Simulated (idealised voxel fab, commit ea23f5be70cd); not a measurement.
This is a process module. Its name is voxel transistor to metal.
Section shown: cut. Width: 180 nm. Cell size: 5 nm, square.
Cross-section format: a grid of square cells, given as bands from top to bottom; each band is one or more rows of cells.
Look at the band entry: it leads with the top's height and the bottom's height in nm. Then it lists the materials left to right, with a width in nm for each. The word "all across" on a single material says that material fills the band edge to edge. The word "blank" is empty space.
Heads up on the height convention: 0 is the point under which the incoming wafer is all one material, and the lowest band has no bottom, it just keeps going down, like "0 down".
With a width like "30->40", each row of cells in the band differs from the next by the same amount, the top row carrying the first number and the bottom row the second.
"no change" means the step left every cell of the cross-section as it was.
Each empty space that has no open way to the top and spans at least 8 cells appears under "Sealed void inventory" as width x height at distance, the distance counted from the left edge, all in nm.
Note: text after step settings on the step line = simulator remark on that step.
overlay nm: where the mask lay relative to plan, measured to the right, on steps with a mask; negatives go left.
From here on the document is pairs. In a pair, the cross-section before one process step comes with the cross-section after it, and the latter goes no deeper than the lowest band that changed. What lies in between, the step and its settings, is written under the pair. A pair may be from a different run of this module on the same starting wafer than the pair above it, so it continues from that pair only where its entry headed "Pre-step cross-section" says so.
# Pre-step cross-section
- 40 to 30: 65 nm SiO2, 10 nm SiN, 5 nm SiO2, 20 nm SiCN, 5 nm SiO2, 10 nm SiN, 65 nm SiO2
- 30 to 25: SiCN all across
- 25 to -5: polySi all across
- -5 to -10: SiO2 all across
- -10 to -35: 40 nm SiO2, 100 nm Si, 40 nm SiO2
- -35 down: Si all across
- Sealed void inventory: none
# Sectional View, Post-Process
- 55 to 40: SiO2 all across
- At heights below 40, the structure remains unaltered.
- Sealed void inventory: none
Q: step between the cross-sections above? A: op DIRECTIONAL_DEP | material SiO2 | thk nm 15
Pre-step cross-section: see the after view in the pair directly above.
# Sectional View, Post-Process
- 55 to 40: 45 nm SiO2, 30 nm blank, 30 nm SiO2, 30 nm blank, 45 nm SiO2
- 40 to 30: 45 nm SiO2, 20 nm blank, 10 nm SiN, 5 nm SiO2, 20 nm SiCN, 5 nm SiO2, 10 nm SiN, 20 nm blank, 45 nm SiO2
- At heights below 30, the structure remains unaltered.
- Sealed void inventory: none
Q: step between the cross-sections above? A: op MASKED_ETCH | tone open | mask id CONTACT | width nm 30 | pitch nm 60 | etch materials SiO2 | depth nm 60 | overlay nm 0
Pre-step cross-section: see the after view in the pair directly above.
# Sectional View, Post-Process
- 60 to 55: 50 nm TiN, 20 nm blank, 40 nm TiN, 20 nm blank, 50 nm TiN
- 55 to 45: 45 nm SiO2, 5 nm TiN, 20 nm blank, 5 nm TiN, 30 nm SiO2, 5 nm TiN, 20 nm blank, 5 nm TiN, 45 nm SiO2
- 45 to 40: 45 nm SiO2, 5 nm TiN, 10 nm blank, 15 nm TiN, 30 nm SiO2, 15 nm TiN, 10 nm blank, 5 nm TiN, 45 nm SiO2
- 40 to 35: 45 nm SiO2, 5 nm TiN, 10 nm blank, 5 nm TiN, 10 nm SiN, 5 nm SiO2, 20 nm SiCN, 5 nm SiO2, 10 nm SiN, 5 nm TiN, 10 nm blank, 5 nm TiN, 45 nm SiO2
- 35 to 30: 45 nm SiO2, 20 nm TiN, 10 nm SiN, 5 nm SiO2, 20 nm SiCN, 5 nm SiO2, 10 nm SiN, 20 nm TiN, 45 nm SiO2
- At heights below 30, the structure remains unaltered.
- Sealed void inventory: none
Q: step between the cross-sections above? A: op CONFORMAL_DEP | material TiN | thk nm 5
Pre-step cross-section: see the after view in the pair directly above.
# Sectional View, Post-Process
- 70 to 60: W all across
- 60 to 55: 50 nm TiN, 20 nm W, 40 nm TiN, 20 nm W, 50 nm TiN
- 55 to 45: 45 nm SiO2, 5 nm TiN, 20 nm W, 5 nm TiN, 30 nm SiO2, 5 nm TiN, 20 nm W, 5 nm TiN, 45 nm SiO2
- 45 to 40: 45 nm SiO2, 5 nm TiN, 10 nm W, 15 nm TiN, 30 nm SiO2, 15 nm TiN, 10 nm W, 5 nm TiN, 45 nm SiO2
- 40 to 35: 45 nm SiO2, 5 nm TiN, 10 nm W, 5 nm TiN, 10 nm SiN, 5 nm SiO2, 20 nm SiCN, 5 nm SiO2, 10 nm SiN, 5 nm TiN, 10 nm W, 5 nm TiN, 45 nm SiO2
- At heights below 35, the structure remains unaltered.
- Sealed void inventory: none
Q: step between the cross-sections above? A: op FILL_DEP | material W | thk nm 10
Pre-step cross-section: see the after view in the pair directly above.
# Sectional View, Post-Process
- 55 to 45: 45 nm SiO2, 5 nm TiN, 20 nm W, 5 nm TiN, 30 nm SiO2, 5 nm TiN, 20 nm W, 5 nm TiN, 45 nm SiO2
- At heights below 45, the structure remains unaltered.
- Sealed void inventory: none
Q: step between the cross-sections above? A: op CMP | height nm 55
Pre-step cross-section: see the after view in the pair directly above.
# Sectional View, Post-Process
- 60 to 55: SiCN all across
- At heights below 55, the structure remains unaltered.
- Sealed void inventory: none
Q: step between the cross-sections above? A: op CONFORMAL_DEP | material SiCN | thk nm 5
Pre-step cross-section: see the after view in the pair directly above.
# Sectional View, Post-Process
- 80 to 60: lowk all across
- At heights below 60, the structure remains unaltered.
- Sealed void inventory: none
Q: step between the cross-sections above? A: op DIRECTIONAL_DEP | material lowk | thk nm 20
Pre-step cross-section: see the after view in the pair directly above.
# Sectional View, Post-Process
- 80 to 60: 45 nm lowk, 15 nm blank, 60 nm lowk, 15 nm blank, 45 nm lowk
- At heights below 60, the structure remains unaltered.
- Sealed void inventory: none
Q: step between the cross-sections above? A: op MASKED_ETCH | tone open | mask id METAL_1 | width nm 15 | pitch nm 75 | etch materials lowk | depth nm 20 | overlay nm 0
Pre-step cross-section: see the after view in the pair directly above.
# Sectional View, Post-Process
- 80 to 60: 45 nm lowk, 15 nm blank, 60 nm lowk, 15 nm blank, 45 nm lowk
- 60 to 55: 45 nm SiCN, 15 nm blank, 60 nm SiCN, 15 nm blank, 45 nm SiCN
- At heights below 55, the structure remains unaltered.
- Sealed void inventory: none
Q: step between the cross-sections above? A: op MASKED_ETCH | tone open | mask id METAL_1 | width nm 15 | pitch nm 75 | etch materials SiCN | depth nm 5 | overlay nm 0
Pre-step cross-section: see the after view in the pair directly above.
# Sectional View, Post-Process
- 85 to 80: 50 nm TiN, 5 nm blank, 70 nm TiN, 5 nm blank, 50 nm TiN
- 80 to 60: 45 nm lowk, 5 nm TiN, 5 nm blank, 5 nm TiN, 60 nm lowk, 5 nm TiN, 5 nm blank, 5 nm TiN, 45 nm lowk
- 60 to 55: 45 nm SiCN, 15 nm TiN, 60 nm SiCN, 15 nm TiN, 45 nm SiCN
- At heights below 55, the structure remains unaltered.
- Sealed void inventory: none
Q: step between the cross-sections above? A: op CONFORMAL_DEP | material TiN | thk nm 5
Pre-step cross-section: see the after view in the pair directly above.
# Sectional View, Post-Process
- 90 to 85: Cu all across
- 85 to 80: 50 nm TiN, 5 nm Cu, 70 nm TiN, 5 nm Cu, 50 nm TiN
- 80 to 60: 45 nm lowk, 5 nm TiN, 5 nm Cu, 5 nm TiN, 60 nm lowk, 5 nm TiN, 5 nm Cu, 5 nm TiN, 45 nm lowk
- At heights below 60, the structure remains unaltered.
- Sealed void inventory: none
Q: step between the cross-sections above? A: op FILL_DEP | material Cu | thk nm 5
Pre-step cross-section: see the after view in the pair directly above.
# Sectional View, Post-Process
- 80 to 60: 45 nm lowk, 5 nm TiN, 5 nm Cu, 5 nm TiN, 60 nm lowk, 5 nm TiN, 5 nm Cu, 5 nm TiN, 45 nm lowk
- At heights below 60, the structure remains unaltered.
- Sealed void inventory: none
Q: step between the cross-sections above? A: op CMP | height nm 80
Pre-step cross-section: see the after view in the pair directly above.
# Sectional View, Post-Process
- 85 to 80: 40 nm blank, 25 nm Ru, 50 nm blank, 25 nm Ru, 40 nm blank
- At heights below 80, the structure remains unaltered.
- Sealed void inventory: none
Q: step between the cross-sections above? A: op EPI | material Ru | thk nm 5
Pre-step cross-section: see the after view in the pair directly above.
# Sectional View, Post-Process
- 90 to 85: SiCN all across
- 85 to 80: 40 nm SiCN, 25 nm Ru, 50 nm SiCN, 25 nm Ru, 40 nm SiCN
- At heights below 80, the structure remains unaltered.
- Sealed void inventory: none
Q: step between the cross-sections above? A: op FILL_DEP | material SiCN | thk nm 5
Pre-step cross-section: see the after view in the pair directly above.
# Sectional View, Post-Process
- 120 to 90: lowk all across
- At heights below 90, the structure remains unaltered.
- Sealed void inventory: none
Q: step between the cross-sections above? A: op DIRECTIONAL_DEP | material lowk | thk nm 30
Pre-step cross-section: see the after view in the pair directly above.
# Sectional View, Post-Process
- 120 to 105: 45 nm lowk, 15 nm blank, 60 nm lowk, 15 nm blank, 45 nm lowk
- At heights below 105, the structure remains unaltered.
- Sealed void inventory: none
Q: step between the cross-sections above? A: op MASKED_ETCH | tone open | mask id METAL_2 | width nm 15 | pitch nm 75 | etch materials lowk | depth nm 15 | overlay nm 0
Pre-step cross-section: see the after view in the pair directly above.
# Sectional View, Post-Process
- 140 to 120: 45 nm resist, 15 nm blank, 60 nm resist, 15 nm blank, 45 nm resist
- At heights below 120, the structure remains unaltered.
- Sealed void inventory: none
Q: step between the cross-sections above? A: op PATTERN | tone open | mask id METAL_2_HOLES | material resist | width nm 15 | pitch nm 75 | thk nm 20 | overlay nm 0
Pre-step cross-section: see the after view in the pair directly above.
# Sectional View, Post-Process
- 140 to 120: 45 nm resist, 15 nm blank, 60 nm resist, 15 nm blank, 45 nm resist
- 120 to 90: 45 nm lowk, 15 nm blank, 60 nm lowk, 15 nm blank, 45 nm lowk
- At heights below 90, the structure remains unaltered.
- Sealed void inventory: none
Q: step between the cross-sections above? A: op DIRECTIONAL_ETCH | etch materials lowk | depth nm 15
Pre-step cross-section: see the after view in the pair directly above.
# Sectional View, Post-Process
- 140 to 120: 45 nm resist, 15 nm blank, 60 nm resist, 15 nm blank, 45 nm resist
- 120 to 90: 45 nm lowk, 15 nm blank, 60 nm lowk, 15 nm blank, 45 nm lowk
- 90 to 85: 45 nm SiCN, 15 nm blank, 60 nm SiCN, 15 nm blank, 45 nm SiCN
- At heights below 85, the structure remains unaltered.
- Sealed void inventory: none
Q: step between the cross-sections above? A: op DIRECTIONAL_ETCH | etch materials SiCN | depth nm 5
Pre-step cross-section: see the after view in the pair directly above.
# Sectional View, Post-Process
- 120 to 90: 45 nm lowk, 15 nm blank, 60 nm lowk, 15 nm blank, 45 nm lowk
- At heights below 90, the structure remains unaltered.
- Sealed void inventory: none
Q: step between the cross-sections above? A: op STRIP | etch materials resist
Pre-step cross-section: see the after view in the pair directly above.
# Sectional View, Post-Process
- 125 to 120: 50 nm TiN, 5 nm blank, 70 nm TiN, 5 nm blank, 50 nm TiN
- 120 to 90: 45 nm lowk, 5 nm TiN, 5 nm blank, 5 nm TiN, 60 nm lowk, 5 nm TiN, 5 nm blank, 5 nm TiN, 45 nm lowk
- 90 to 85: 45 nm SiCN, 15 nm TiN, 60 nm SiCN, 15 nm TiN, 45 nm SiCN
- At heights below 85, the structure remains unaltered.
- Sealed void inventory: none
Q: step between the cross-sections above? A: op CONFORMAL_DEP | material TiN | thk nm 5
Pre-step cross-section: see the after view in the pair directly above.
# Sectional View, Post-Process
- 135 to 125: Cu all across
- 125 to 120: 50 nm TiN, 5 nm Cu, 70 nm TiN, 5 nm Cu, 50 nm TiN
- 120 to 90: 45 nm lowk, 5 nm TiN, 5 nm Cu, 5 nm TiN, 60 nm lowk, 5 nm TiN, 5 nm Cu, 5 nm TiN, 45 nm lowk
- At heights below 90, the structure remains unaltered.
- Sealed void inventory: none
Q: step between the cross-sections above? A: op FILL_DEP | material Cu | thk nm 10
Pre-step cross-section: see the after view in the pair directly above.
# Sectional View, Post-Process
- 120 to 90: 45 nm lowk, 5 nm TiN, 5 nm Cu, 5 nm TiN, 60 nm lowk, 5 nm TiN, 5 nm Cu, 5 nm TiN, 45 nm lowk
- At heights below 90, the structure remains unaltered.
- Sealed void inventory: none
Q: step between the cross-sections above? A: op CMP | height nm 120
Pre-step cross-section: see the after view in the pair directly above.
# Sectional View, Post-Process
- 125 to 120: SiCN all across
- At heights below 120, the structure remains unaltered.
- Sealed void inventory: none
Q: step between the cross-sections above? A: op CONFORMAL_DEP | material SiCN | thk nm 5
# Pre-step cross-section
- 15 to 0: 40 nm blank, 100 nm SiN, 40 nm blank
- 0 to -5: SiO2 all across
- -5 to -35: 40 nm SiO2, 100 nm Si, 40 nm SiO2
- -35 down: Si all across
- Sealed void inventory: none
# Sectional View, Post-Process
- 15 to 0: 40 nm blank, 100 nm SiN, 40 nm blank
- 0 to -5: 45 nm blank, 90 nm SiO2, 45 nm blank
- At heights below -5, the structure remains unaltered.
- Sealed void inventory: none
Q: step between the cross-sections above? A: op SELECTIVE_ETCH | etch materials SiO2 | depth nm 5
Pre-step cross-section: see the after view in the pair directly above.
# Sectional View, Post-Process
- 0 to -5: 45 nm blank, 90 nm SiO2, 45 nm blank
- At heights below -5, the structure remains unaltered.
- Sealed void inventory: none
Q: step between the cross-sections above? A: op STRIP | etch materials SiN
Pre-step cross-section: see the after view in the pair directly above.
# Sectional View, Post-Process
- 0 to -5: 45 nm blank, 90 nm SiO2, 45 nm blank
- -5 to -10: 50 nm SiO2, 80 nm Si, 50 nm SiO2
- At heights below -10, the structure remains unaltered.
- Sealed void inventory: none
Q: step between the cross-sections above? A: op OXIDIZE | depth nm 5
Pre-step cross-section: see the after view in the pair directly above.
# Sectional View, Post-Process
- 30 to 25: 45 nm blank, 90 nm polySi, 45 nm blank
- 25 to 0: polySi all across
- 0 to -5: 45 nm polySi, 90 nm SiO2, 45 nm polySi
- At heights below -5, the structure remains unaltered.
- Sealed void inventory: none
Q: step between the cross-sections above? A: op DIRECTIONAL_DEP | material polySi | thk nm 30
Pre-step cross-section: see the after view in the pair directly above.
# Sectional View, Post-Process
- 45 to 40: 45 nm blank, 90 nm SiCN, 45 nm blank
- 40 to 30: SiCN all across
- 30 to 25: 45 nm SiCN, 90 nm polySi, 45 nm SiCN
- At heights below 25, the structure remains unaltered.
- Sealed void inventory: none
Q: step between the cross-sections above? A: op DIRECTIONAL_DEP | material SiCN | thk nm 15
Pre-step cross-section: see the after view in the pair directly above.
# Sectional View, Post-Process
- 65 to 45: 80 nm blank, 20 nm resist, 80 nm blank
- At heights below 45, the structure remains unaltered.
- Sealed void inventory: none
Q: step between the cross-sections above? A: op PATTERN | tone cover | mask id GATE | material resist | width nm 20 | thk nm 20 | overlay nm 0
Pre-step cross-section: see the after view in the pair directly above.
# Sectional View, Post-Process
- 65 to 45: 80 nm blank, 20 nm resist, 80 nm blank
- 45 to 30: 80 nm blank, 20 nm SiCN, 80 nm blank
- 30 to 25: 45 nm blank, 90 nm polySi, 45 nm blank
- At heights below 25, the structure remains unaltered.
- Sealed void inventory: none
Q: step between the cross-sections above? A: op DIRECTIONAL_ETCH | etch materials SiCN | depth nm 25
Pre-step cross-section: see the after view in the pair directly above.
# Sectional View, Post-Process
- 65 to 45: 80 nm blank, 20 nm resist, 80 nm blank
- 45 to 30: 80 nm blank, 20 nm SiCN, 80 nm blank
- 30 to 0: 80 nm blank, 20 nm polySi, 80 nm blank
- 0 to -5: 45 nm blank, 90 nm SiO2, 45 nm blank
- At heights below -5, the structure remains unaltered.
- Sealed void inventory: none
Q: step between the cross-sections above? A: op DIRECTIONAL_ETCH | etch materials polySi | depth nm 40
Pre-step cross-section: see the after view in the pair directly above.
# Sectional View, Post-Process
- 45 to 30: 80 nm blank, 20 nm SiCN, 80 nm blank
- At heights below 30, the structure remains unaltered.
- Sealed void inventory: none
Q: step between the cross-sections above? A: op STRIP | etch materials resist
Pre-step cross-section: see the after view in the pair directly above.
# Sectional View, Post-Process
- 50 to 45: 75 nm blank, 30 nm SiO2, 75 nm blank
- 45 to 30: 75 nm blank, 5 nm SiO2, 20 nm SiCN, 5 nm SiO2, 75 nm blank
- 30 to 5: 75 nm blank, 5 nm SiO2, 20 nm polySi, 5 nm SiO2, 75 nm blank
- 5 to 0: 40 nm blank, 40 nm SiO2, 20 nm polySi, 40 nm SiO2, 40 nm blank
- 0 to -5: SiO2 all across
- At heights below -5, the structure remains unaltered.
- Sealed void inventory: none
Q: step between the cross-sections above? A: op CONFORMAL_DEP | material SiO2 | thk nm 5
Pre-step cross-section: see the after view in the pair directly above.
# Sectional View, Post-Process
- 45 to 30: 75 nm blank, 5 nm SiO2, 20 nm SiCN, 5 nm SiO2, 75 nm blank
- 30 to 0: 75 nm blank, 5 nm SiO2, 20 nm polySi, 5 nm SiO2, 75 nm blank
- 0 to -5: 40 nm blank, 100 nm SiO2, 40 nm blank
- At heights below -5, the structure remains unaltered.
- Sealed void inventory: none
Q: step between the cross-sections above? A: op DIRECTIONAL_ETCH | etch materials SiO2 | depth nm 5
Pre-step cross-section: see the after view in the pair directly above.
# Sectional View, Post-Process
- 55 to 45: 65 nm blank, 50 nm SiN, 65 nm blank
- 45 to 30: 65 nm blank, 10 nm SiN, 5 nm SiO2, 20 nm SiCN, 5 nm SiO2, 10 nm SiN, 65 nm blank
- 30 to 10: 65 nm blank, 10 nm SiN, 5 nm SiO2, 20 nm polySi, 5 nm SiO2, 10 nm SiN, 65 nm blank
- 10 to 5: 30 nm blank, 45 nm SiN, 5 nm SiO2, 20 nm polySi, 5 nm SiO2, 45 nm SiN, 30 nm blank
- 5 to 0: 75 nm SiN, 5 nm SiO2, 20 nm polySi, 5 nm SiO2, 75 nm SiN
- 0 to -5: 40 nm SiN, 100 nm SiO2, 40 nm SiN
- At heights below -5, the structure remains unaltered.
- Sealed void inventory: none
Q: step between the cross-sections above? A: op CONFORMAL_DEP | material SiN | thk nm 10
Pre-step cross-section: see the after view in the pair directly above.
# Sectional View, Post-Process
- 45 to 30: 65 nm blank, 10 nm SiN, 5 nm SiO2, 20 nm SiCN, 5 nm SiO2, 10 nm SiN, 65 nm blank
- 30 to 0: 65 nm blank, 10 nm SiN, 5 nm SiO2, 20 nm polySi, 5 nm SiO2, 10 nm SiN, 65 nm blank
- 0 to -5: 30 nm blank, 10 nm SiN, 100 nm SiO2, 10 nm SiN, 30 nm blank
- At heights below -5, the structure remains unaltered.
- Sealed void inventory: none
Q: step between the cross-sections above? A: op DIRECTIONAL_ETCH | etch materials SiN | depth nm 10
Pre-step cross-section: see the after view in the pair directly above.
# Sectional View, Post-Process
- 45 to 40: 65 nm blank, 10 nm SiN, 5 nm blank, 20 nm SiCN, 5 nm blank, 10 nm SiN, 65 nm blank
- 40 to 30: 65 nm blank, 10 nm SiN, 5 nm SiO2, 20 nm SiCN, 5 nm SiO2, 10 nm SiN, 65 nm blank
- 30 to 0: 65 nm blank, 10 nm SiN, 5 nm SiO2, 20 nm polySi, 5 nm SiO2, 10 nm SiN, 65 nm blank
- 0 to -5: 30 nm blank, 10 nm SiN, 25 nm blank, 50 nm SiO2, 25 nm blank, 10 nm SiN, 30 nm blank
- -5 to -10: 30 nm blank, 20 nm SiO2, 80 nm Si, 20 nm SiO2, 30 nm blank
- At heights below -10, the structure remains unaltered.
- Sealed void inventory: none
Q: step between the cross-sections above? A: op DIRECTIONAL_ETCH | etch materials SiO2 | depth nm 5
Pre-step cross-section: see the after view in the pair directly above.
# Sectional View, Post-Process
- 45 to 40: 65 nm blank, 10 nm SiN, 5 nm blank, 20 nm SiCN, 5 nm blank, 10 nm SiN, 65 nm blank
- 40 to 30: 65 nm blank, 10 nm SiN, 5 nm SiO2, 20 nm SiCN, 5 nm SiO2, 10 nm SiN, 65 nm blank
- 30 to 0: 65 nm blank, 10 nm SiN, 5 nm SiO2, 20 nm polySi, 5 nm SiO2, 10 nm SiN, 65 nm blank
- 0 to -5: 30 nm blank, 10 nm SiN, 5 nm blank, 20 nm SiGe, 50 nm SiO2, 20 nm SiGe, 5 nm blank, 10 nm SiN, 30 nm blank
- At heights below -5, the structure remains unaltered.
- Sealed void inventory: none
Q: step between the cross-sections above? A: op EPI | material SiGe | thk nm 5
Pre-step cross-section: see the after view in the pair directly above.
# Sectional View, Post-Process
- 55 to 45: SiO2 all across
- 45 to 30: 65 nm SiO2, 10 nm SiN, 5 nm SiO2, 20 nm SiCN, 5 nm SiO2, 10 nm SiN, 65 nm SiO2
- 30 to 0: 65 nm SiO2, 10 nm SiN, 5 nm SiO2, 20 nm polySi, 5 nm SiO2, 10 nm SiN, 65 nm SiO2
- 0 to -5: 30 nm SiO2, 10 nm SiN, 5 nm SiO2, 20 nm SiGe, 50 nm SiO2, 20 nm SiGe, 5 nm SiO2, 10 nm SiN, 30 nm SiO2
- -5 to -10: 50 nm SiO2, 80 nm Si, 50 nm SiO2
- At heights below -10, the structure remains unaltered.
- Sealed void inventory: none
Q: step between the cross-sections above? A: op FILL_DEP | material SiO2 | thk nm 10
Pre-step cross-section: see the after view in the pair directly above.
# Sectional View, Post-Process
- 40 to 30: 65 nm SiO2, 10 nm SiN, 5 nm SiO2, 20 nm SiCN, 5 nm SiO2, 10 nm SiN, 65 nm SiO2
- At heights below 30, the structure remains unaltered.
- Sealed void inventory: none
Q: step between the cross-sections above? A: op CMP | height nm 40
Pre-step cross-section: see the after view in the pair directly above.
# Sectional View, Post-Process
- 55 to 40: SiO2 all across
- At heights below 40, the structure remains unaltered.
- Sealed void inventory: none
Q: step between the cross-sections above? A: op DIRECTIONAL_DEP | material SiO2 | thk nm 15
Pre-step cross-section: see the after view in the pair directly above.
# Sectional View, Post-Process
- 55 to 40: 45 nm SiO2, 30 nm blank, 30 nm SiO2, 30 nm blank, 45 nm SiO2
- 40 to 30: 45 nm SiO2, 20 nm blank, 10 nm SiN, 5 nm SiO2, 20 nm SiCN, 5 nm SiO2, 10 nm SiN, 20 nm blank, 45 nm SiO2
- 30 to 0: 45 nm SiO2, 20 nm blank, 10 nm SiN, 5 nm SiO2, 20 nm polySi, 5 nm SiO2, 10 nm SiN, 20 nm blank, 45 nm SiO2
- At heights below 0, the structure remains unaltered.
- Sealed void inventory: none
Q: step between the cross-sections above? A: op MASKED_ETCH | tone open | mask id CONTACT | width nm 30 | pitch nm 60 | etch materials SiO2 | depth nm 60 | overlay nm 0
Pre-step cross-section: see the after view in the pair directly above.
# Sectional View, Post-Process
- 60 to 55: 50 nm TiN, 20 nm blank, 40 nm TiN, 20 nm blank, 50 nm TiN
- 55 to 45: 45 nm SiO2, 5 nm TiN, 20 nm blank, 5 nm TiN, 30 nm SiO2, 5 nm TiN, 20 nm blank, 5 nm TiN, 45 nm SiO2
- 45 to 40: 45 nm SiO2, 5 nm TiN, 10 nm blank, 15 nm TiN, 30 nm SiO2, 15 nm TiN, 10 nm blank, 5 nm TiN, 45 nm SiO2
- 40 to 30: 45 nm SiO2, 5 nm TiN, 10 nm blank, 5 nm TiN, 10 nm SiN, 5 nm SiO2, 20 nm SiCN, 5 nm SiO2, 10 nm SiN, 5 nm TiN, 10 nm blank, 5 nm TiN, 45 nm SiO2
- 30 to 5: 45 nm SiO2, 5 nm TiN, 10 nm blank, 5 nm TiN, 10 nm SiN, 5 nm SiO2, 20 nm polySi, 5 nm SiO2, 10 nm SiN, 5 nm TiN, 10 nm blank, 5 nm TiN, 45 nm SiO2
- 5 to 0: 45 nm SiO2, 20 nm TiN, 10 nm SiN, 5 nm SiO2, 20 nm polySi, 5 nm SiO2, 10 nm SiN, 20 nm TiN, 45 nm SiO2
- At heights below 0, the structure remains unaltered.
- Sealed void inventory: none
Q: step between the cross-sections above? A: op CONFORMAL_DEP | material TiN | thk nm 5
Pre-step cross-section: see the after view in the pair directly above.
# Sectional View, Post-Process
- 70 to 60: W all across
- 60 to 55: 50 nm TiN, 20 nm W, 40 nm TiN, 20 nm W, 50 nm TiN
- 55 to 45: 45 nm SiO2, 5 nm TiN, 20 nm W, 5 nm TiN, 30 nm SiO2, 5 nm TiN, 20 nm W, 5 nm TiN, 45 nm SiO2
- 45 to 40: 45 nm SiO2, 5 nm TiN, 10 nm W, 15 nm TiN, 30 nm SiO2, 15 nm TiN, 10 nm W, 5 nm TiN, 45 nm SiO2
- 40 to 30: 45 nm SiO2, 5 nm TiN, 10 nm W, 5 nm TiN, 10 nm SiN, 5 nm SiO2, 20 nm SiCN, 5 nm SiO2, 10 nm SiN, 5 nm TiN, 10 nm W, 5 nm TiN, 45 nm SiO2
- 30 to 5: 45 nm SiO2, 5 nm TiN, 10 nm W, 5 nm TiN, 10 nm SiN, 5 nm SiO2, 20 nm polySi, 5 nm SiO2, 10 nm SiN, 5 nm TiN, 10 nm W, 5 nm TiN, 45 nm SiO2
- At heights below 5, the structure remains unaltered.
- Sealed void inventory: none
Q: step between the cross-sections above? A: op FILL_DEP | material W | thk nm 10
Pre-step cross-section: see the after view in the pair directly above.
# Sectional View, Post-Process
- 55 to 45: 45 nm SiO2, 5 nm TiN, 20 nm W, 5 nm TiN, 30 nm SiO2, 5 nm TiN, 20 nm W, 5 nm TiN, 45 nm SiO2
- At heights below 45, the structure remains unaltered.
- Sealed void inventory: none
Q: step between the cross-sections above? A: op CMP | height nm 55
Pre-step cross-section: see the after view in the pair directly above.
# Sectional View, Post-Process
- 60 to 55: SiCN all across
- At heights below 55, the structure remains unaltered.
- Sealed void inventory: none
Q: step between the cross-sections above? A: op CONFORMAL_DEP | material SiCN | thk nm 5
Pre-step cross-section: see the after view in the pair directly above.
# Sectional View, Post-Process
- 80 to 60: lowk all across
- At heights below 60, the structure remains unaltered.
- Sealed void inventory: none
Q: step between the cross-sections above? A: op DIRECTIONAL_DEP | material lowk | thk nm 20
Pre-step cross-section: see the after view in the pair directly above.
# Sectional View, Post-Process
- 80 to 60: 45 nm lowk, 15 nm blank, 60 nm lowk, 15 nm blank, 45 nm lowk
- At heights below 60, the structure remains unaltered.
- Sealed void inventory: none
Q: step between the cross-sections above? A: op MASKED_ETCH | tone open | mask id METAL_1 | width nm 15 | pitch nm 75 | etch materials lowk | depth nm 20 | overlay nm 0
Pre-step cross-section: see the after view in the pair directly above.
# Sectional View, Post-Process
- 80 to 60: 45 nm lowk, 15 nm blank, 60 nm lowk, 15 nm blank, 45 nm lowk
- 60 to 55: 45 nm SiCN, 15 nm blank, 60 nm SiCN, 15 nm blank, 45 nm SiCN
- At heights below 55, the structure remains unaltered.
- Sealed void inventory: none
Q: step between the cross-sections above? A: op MASKED_ETCH | tone open | mask id METAL_1 | width nm 15 | pitch nm 75 | etch materials SiCN | depth nm 5 | overlay nm 0
Pre-step cross-section: see the after view in the pair directly above.
# Sectional View, Post-Process
- 85 to 80: 50 nm TiN, 5 nm blank, 70 nm TiN, 5 nm blank, 50 nm TiN
- 80 to 60: 45 nm lowk, 5 nm TiN, 5 nm blank, 5 nm TiN, 60 nm lowk, 5 nm TiN, 5 nm blank, 5 nm TiN, 45 nm lowk
- 60 to 55: 45 nm SiCN, 15 nm TiN, 60 nm SiCN, 15 nm TiN, 45 nm SiCN
- At heights below 55, the structure remains unaltered.
- Sealed void inventory: none
Q: step between the cross-sections above? A: op CONFORMAL_DEP | material TiN | thk nm 5
Pre-step cross-section: see the after view in the pair directly above.
# Sectional View, Post-Process
- 90 to 85: Cu all across
- 85 to 80: 50 nm TiN, 5 nm Cu, 70 nm TiN, 5 nm Cu, 50 nm TiN
- 80 to 60: 45 nm lowk, 5 nm TiN, 5 nm Cu, 5 nm TiN, 60 nm lowk, 5 nm TiN, 5 nm Cu, 5 nm TiN, 45 nm lowk
- At heights below 60, the structure remains unaltered.
- Sealed void inventory: none
Q: step between the cross-sections above? A: op FILL_DEP | material Cu | thk nm 5
Pre-step cross-section: see the after view in the pair directly above.
# Sectional View, Post-Process
- 80 to 60: 45 nm lowk, 5 nm TiN, 5 nm Cu, 5 nm TiN, 60 nm lowk, 5 nm TiN, 5 nm Cu, 5 nm TiN, 45 nm lowk
- At heights below 60, the structure remains unaltered.
- Sealed void inventory: none
Q: step between the cross-sections above? A: op CMP | height nm 80
Pre-step cross-section: see the after view in the pair directly above.
# Sectional View, Post-Process
- 85 to 80: 40 nm blank, 25 nm Ru, 50 nm blank, 25 nm Ru, 40 nm blank
- At heights below 80, the structure remains unaltered.
- Sealed void inventory: none
Q: step between the cross-sections above? A: op EPI | material Ru | thk nm 5
Pre-step cross-section: see the after view in the pair directly above.
# Sectional View, Post-Process
- 90 to 85: SiCN all across
- 85 to 80: 40 nm SiCN, 25 nm Ru, 50 nm SiCN, 25 nm Ru, 40 nm SiCN
- At heights below 80, the structure remains unaltered.
- Sealed void inventory: none
Q: step between the cross-sections above? A: op FILL_DEP | material SiCN | thk nm 5
Pre-step cross-section: see the after view in the pair directly above.
# Sectional View, Post-Process
- 120 to 90: lowk all across
- At heights below 90, the structure remains unaltered.
- Sealed void inventory: none
Q: step between the cross-sections above? A: op DIRECTIONAL_DEP | material lowk | thk nm 30
Pre-step cross-section: see the after view in the pair directly above.
# Sectional View, Post-Process
- 120 to 105: 45 nm lowk, 15 nm blank, 60 nm lowk, 15 nm blank, 45 nm lowk
- At heights below 105, the structure remains unaltered.
- Sealed void inventory: none
Q: step between the cross-sections above? A: op MASKED_ETCH | tone open | mask id METAL_2 | width nm 15 | pitch nm 75 | etch materials lowk | depth nm 15 | overlay nm 0
Pre-step cross-section: see the after view in the pair directly above.
# Sectional View, Post-Process
- 140 to 120: 45 nm resist, 15 nm blank, 60 nm resist, 15 nm blank, 45 nm resist
- At heights below 120, the structure remains unaltered.
- Sealed void inventory: none
Q: step between the cross-sections above? A: op PATTERN | tone open | mask id METAL_2_HOLES | material resist | width nm 15 | pitch nm 75 | thk nm 20 | overlay nm 0
Pre-step cross-section: see the after view in the pair directly above.
# Sectional View, Post-Process
- 140 to 120: 45 nm resist, 15 nm blank, 60 nm resist, 15 nm blank, 45 nm resist
- 120 to 90: 45 nm lowk, 15 nm blank, 60 nm lowk, 15 nm blank, 45 nm lowk
- At heights below 90, the structure remains unaltered.
- Sealed void inventory: none
Q: step between the cross-sections above? A: op DIRECTIONAL_ETCH | etch materials lowk | depth nm 15
Pre-step cross-section: see the after view in the pair directly above.
# Sectional View, Post-Process
- 140 to 120: 45 nm resist, 15 nm blank, 60 nm resist, 15 nm blank, 45 nm resist
- 120 to 90: 45 nm lowk, 15 nm blank, 60 nm lowk, 15 nm blank, 45 nm lowk
- 90 to 85: 45 nm SiCN, 15 nm blank, 60 nm SiCN, 15 nm blank, 45 nm SiCN
- At heights below 85, the structure remains unaltered.
- Sealed void inventory: none
Q: step between the cross-sections above? A: op DIRECTIONAL_ETCH | etch materials SiCN | depth nm 5
